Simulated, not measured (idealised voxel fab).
Process module name: voxel quadruple lines
Shown is cross-section cut, with a width of 265 nm and square cells of size 5 nm.
Just so we're on the same page, the cross-sections are grids of square cells, and they're listed out in bands top to bottom, each band one or more rows deep.
Each band's line starts with the height of the band's top and of its bottom, in nm. Then come its materials from left to right, each with its width in nm. One material with "full width" fills the band from edge to edge. "blank" is empty space.
Heights from 0 (as-received wafer is one material below). Bottom band endless downward, as "0 and below".
Width: "30 to 40" (first number = top row, second number = bottom row, same change from row to row of cells).
Step note "no modification" = no cross-section cell changed.
Entry "Enclosed void catalog" = empty spaces >= 8 cells with no open way to the top; each as width x height at distance, distance from left edge, all nm.
Past the settings on a step's line: simulator remark, on that step.
overlay nm: on a step with a mask, how far right of its planned place the mask lay; negative means left.

# Below is the list of planned process steps
1. op RECEIVE | material Si
2. op CONFORMAL_DEP | material Al2O3 | thk nm 5
3. op DIRECTIONAL_DEP | material W | thk nm 10
4. op DIRECTIONAL_DEP | material polySi | thk nm 15
5. op DIRECTIONAL_DEP | material aC | thk nm 20
6. op PATTERN | tone cover | mask id MANDREL | material resist | width nm 15 | pitch nm 60 | thk nm 25 | overlay nm 0
7. op DIRECTIONAL_ETCH | etch materials aC | depth nm 20
8. op STRIP | etch materials resist
9. op CONFORMAL_DEP | material SiO2 | thk nm 10
10. op DIRECTIONAL_ETCH | etch materials SiO2 | depth nm 10
11. op STRIP | etch materials aC
12. op DIRECTIONAL_ETCH | etch materials polySi | depth nm 15
13. op STRIP | etch materials SiO2
14. op CONFORMAL_DEP | material SiN | thk nm 5
15. op DIRECTIONAL_ETCH | etch materials SiN | depth nm 5
16. op STRIP | etch materials polySi
17. op DIRECTIONAL_ETCH | etch materials W | depth nm 10
18. op STRIP | etch materials SiN
19. op FILL_DEP | material SiO2 | thk nm 10
20. op CMP | height nm 15
Wafer-to-wafer difference: width nm, step 6. Common start. Plan = first wafer's value.

# Cross-section: the first of several wafers in its as-received state, i.e. following step 1
	0 and below | Si full width
	Enclosed void catalog: none

# first wafer at the end, after step 20
	15 down to 5 | 80 SiO2, 5 W, 10 SiO2, 5 W, 5 SiO2, 5 W, 10 SiO2, 5 W, 15 SiO2, 5 W, 10 SiO2, 5 W, 5 SiO2, 5 W, 10 SiO2, 5 W, 80 SiO2
	5 down to 0 | Al2O3 full width
	0 and below | Si full width
	Enclosed void catalog: none

# Cross-sectional view of the final wafer of several at the module's end
	15 down to 5 | 70 SiO2, 5 W, 10 SiO2, 5 W, 25 SiO2, 5 W, 10 SiO2, 5 W, 10 SiO2, 5 W, 25 SiO2, 5 W, 10 SiO2, 5 W, 70 SiO2
	5 down to 0 | Al2O3 full width
	0 and below | Si full width
	Enclosed void catalog: none

# Rows = wafers. At module end, each row lists per material the cells gained (+) or lost (-) since the wafer was received, then the closed voids
width nm 15; +53 Al2O3; +90 SiO2; +16 W; Enclosed void catalog: none
width nm 20; +53 Al2O3; +90 SiO2; +16 W; Enclosed void catalog: none
width nm 25; +53 Al2O3; +90 SiO2; +16 W; Enclosed void catalog: none
width nm 30; +53 Al2O3; +90 SiO2; +16 W; Enclosed void catalog: none
width nm 35; +53 Al2O3; +92 SiO2; +14 W; Enclosed void catalog: none
